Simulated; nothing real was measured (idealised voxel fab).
Module name: voxel air gaps (process module)
We display cut, a cross-section 290 nm in width whose square cells are each 5 nm.
For the purposes of this document, a cross-section shall be understood as a grid of square cells, specified as bands listed in top-to-bottom order, each band consisting of one or more rows of cells.
The band entry comprises the height of the band's top followed by the height of its bottom, expressed in nm, and subsequently the band's materials from left to right, each stated together with its width in nm. Where a single material is marked with the word "all across", that material fills the band from edge to edge. The word "blank" represents empty space.
Heights are measured from 0, the level below which the as-received wafer is all one material; the lowest band has no bottom and continues downward, written as in "0 down".
When a width is written as two numbers, as in "30->40", the first number is the width in the top row of cells of the band and the second is the width in its bottom row, and the width changes by the same amount from each row to the next.
The cross-section has no changed cell in any step marked "no alteration".
Listed in "Unvented internal voids": every empty space of 8 or more cells without an open way to the top. Form: width x height at distance, the distance being from the left edge, all in nm.
If you see something after the settings on a step's line, that's the simulator's own remark about that step.
overlay nm: right-of-plan distance of the mask on a masked step; negative values mean left-of-plan.
Process steps (planned):
| 1 | RECEIVE,material Si |
| 2 | CONFORMAL_DEP,material SiO2,thk nm 15 |
| 3 | CONFORMAL_DEP,material SiN,thk nm 5 |
| 4 | DIRECTIONAL_DEP,material lowk,thk nm 35 |
| 5 | MASKED_ETCH,tone open,mask id LINES,width nm 20,pitch nm 50,etch materials lowk,depth nm 35,overlay nm 0 |
| 6 | CONFORMAL_DEP,material TiN,thk nm 5 |
| 7 | FILL_DEP,material Cu,thk nm 10 |
| 8 | CMP,height nm 55 |
| 9 | EPI,material Ru,thk nm 10 |
| 10 | SELECTIVE_ETCH,etch materials lowk,depth nm 45 |
| 11 | CONFORMAL_DEP,material SiCN,thk nm 5 |
What follows covers the first of two wafers; it ran as planned:
Wafer at receipt (post step 1), cross-section:
> 0 down = Si all across
> Unvented internal voids: none
Step 2 complete: cross-section through the wafer:
> 15 to 0 = SiO2 all across
> Rest of section, below 0: as before.
Step 3 complete: cross-section through the wafer:
> 20 to 15 = SiN all across
> Rest of section, below 15: as before.
Step 4 complete: cross-section through the wafer:
> 55 to 20 = lowk all across
> Rest of section, below 20: as before.
Step 5 complete: cross-section through the wafer:
> 55 to 20 = lowk 60 / blank 20 / lowk 30 / blank 20 / lowk 30 / blank 20 / lowk 30 / blank 20 / lowk 60
> Rest of section, below 20: as before.
Step 6 complete: cross-section through the wafer:
> 60 to 55 = TiN 65 / blank 10 / TiN 40 / blank 10 / TiN 40 / blank 10 / TiN 40 / blank 10 / TiN 65
> 55 to 25 = lowk 60 / TiN 5 / blank 10 / TiN 5 / lowk 30 / TiN 5 / blank 10 / TiN 5 / lowk 30 / TiN 5 / blank 10 / TiN 5 / lowk 30 / TiN 5 / blank 10 / TiN 5 / lowk 60
> 25 to 20 = lowk 60 / TiN 20 / lowk 30 / TiN 20 / lowk 30 / TiN 20 / lowk 30 / TiN 20 / lowk 60
> Rest of section, below 20: as before.
Step 7 complete: cross-section through the wafer:
> 70 to 60 = Cu all across
> 60 to 55 = TiN 65 / Cu 10 / TiN 40 / Cu 10 / TiN 40 / Cu 10 / TiN 40 / Cu 10 / TiN 65
> 55 to 25 = lowk 60 / TiN 5 / Cu 10 / TiN 5 / lowk 30 / TiN 5 / Cu 10 / TiN 5 / lowk 30 / TiN 5 / Cu 10 / TiN 5 / lowk 30 / TiN 5 / Cu 10 / TiN 5 / lowk 60
> Rest of section, below 25: as before.
Step 8 complete: cross-section through the wafer:
> 55 to 25 = lowk 60 / TiN 5 / Cu 10 / TiN 5 / lowk 30 / TiN 5 / Cu 10 / TiN 5 / lowk 30 / TiN 5 / Cu 10 / TiN 5 / lowk 30 / TiN 5 / Cu 10 / TiN 5 / lowk 60
> Rest of section, below 25: as before.
Step 9 complete: cross-section through the wafer:
> 65 to 55 = blank 50 / Ru 40 / blank 10 / Ru 40 / blank 10 / Ru 40 / blank 10 / Ru 40 / blank 50
> Rest of section, below 55: as before.
Step 10 complete: cross-section through the wafer:
> 65 to 55 = blank 50 / Ru 40 / blank 10 / Ru 40 / blank 10 / Ru 40 / blank 10 / Ru 40 / blank 50
> 55 to 25 = blank 60 / TiN 5 / Cu 10 / TiN 5 / blank 30 / TiN 5 / Cu 10 / TiN 5 / blank 30 / TiN 5 / Cu 10 / TiN 5 / blank 30 / TiN 5 / Cu 10 / TiN 5 / blank 60
> 25 to 20 = blank 60 / TiN 20 / blank 30 / TiN 20 / blank 30 / TiN 20 / blank 30 / TiN 20 / blank 60
> Rest of section, below 20: as before.
Step 11 complete: cross-section through the wafer:
> 70 to 65 = blank 45 / SiCN 200 / blank 45
> 65 to 55 = blank 45 / SiCN 5 / Ru 40 / SiCN 10 / Ru 40 / SiCN 10 / Ru 40 / SiCN 10 / Ru 40 / SiCN 5 / blank 45
> 55 to 50 = blank 45 / SiCN 15 / TiN 5 / Cu 10 / TiN 5 / SiCN 30 / TiN 5 / Cu 10 / TiN 5 / SiCN 30 / TiN 5 / Cu 10 / TiN 5 / SiCN 30 / TiN 5 / Cu 10 / TiN 5 / SiCN 15 / blank 45
> 50 to 25 = blank 55 / SiCN 5 / TiN 5 / Cu 10 / TiN 5 / SiCN 5 / blank 20 / SiCN 5 / TiN 5 / Cu 10 / TiN 5 / SiCN 5 / blank 20 / SiCN 5 / TiN 5 / Cu 10 / TiN 5 / SiCN 5 / blank 20 / SiCN 5 / TiN 5 / Cu 10 / TiN 5 / SiCN 5 / blank 55
> 25 to 20 = SiCN 60 / TiN 20 / SiCN 30 / TiN 20 / SiCN 30 / TiN 20 / SiCN 30 / TiN 20 / SiCN 60
> Rest of section, below 20: as before.
> Unvented internal voids: 20 x 25 at 85; 20 x 25 at 135; 20 x 25 at 185
The remaining wafer, second of the two, started like the first and was run to the same plan, except that one mistake was made along the way; the two coincide through step 2, inclusive:
Cross-section of the second wafer at the time step 3 of the plan should have ended:
> 50 to 15 = lowk all across
> Rest of section, below 15: as before.
Cross-section of the second wafer at the time step 4 of the plan should have ended:
> 55 to 50 = SiN all across
> Rest of section, below 50: as before.
Cross-section of the second wafer at the time step 5 of the plan should have ended: no alteration
Cross-section of the second wafer at the time step 6 of the plan should have ended:
> 60 to 55 = TiN all across
> Rest of section, below 55: as before.
Cross-section of the second wafer at the time step 7 of the plan should have ended:
> 70 to 60 = Cu all across
> Rest of section, below 60: as before.
Cross-section of the second wafer at the time step 8 of the plan should have ended:
> 55 to 50 = SiN all across
> Rest of section, below 50: as before.
Cross-section of the second wafer at the time step 9 of the plan should have ended: no alteration
Cross-section of the second wafer at the time step 10 of the plan should have ended: no alteration
Cross-section of the second wafer at the time step 11 of the plan should have ended:
> 60 to 55 = SiCN all across
> Rest of section, below 55: as before.
Finding, execution versus plan: order of steps 3 and 4 inverted relative to the plan
Counted in cells at the end, the second wafer holds more or fewer of these materials than the first: 48 fewer of Cu; 64 fewer of Ru; 104 fewer of SiCN; 64 fewer of TiN; 406 more of lowk
The second wafer ends with 0 closed voids, and the first wafer ends with 3.
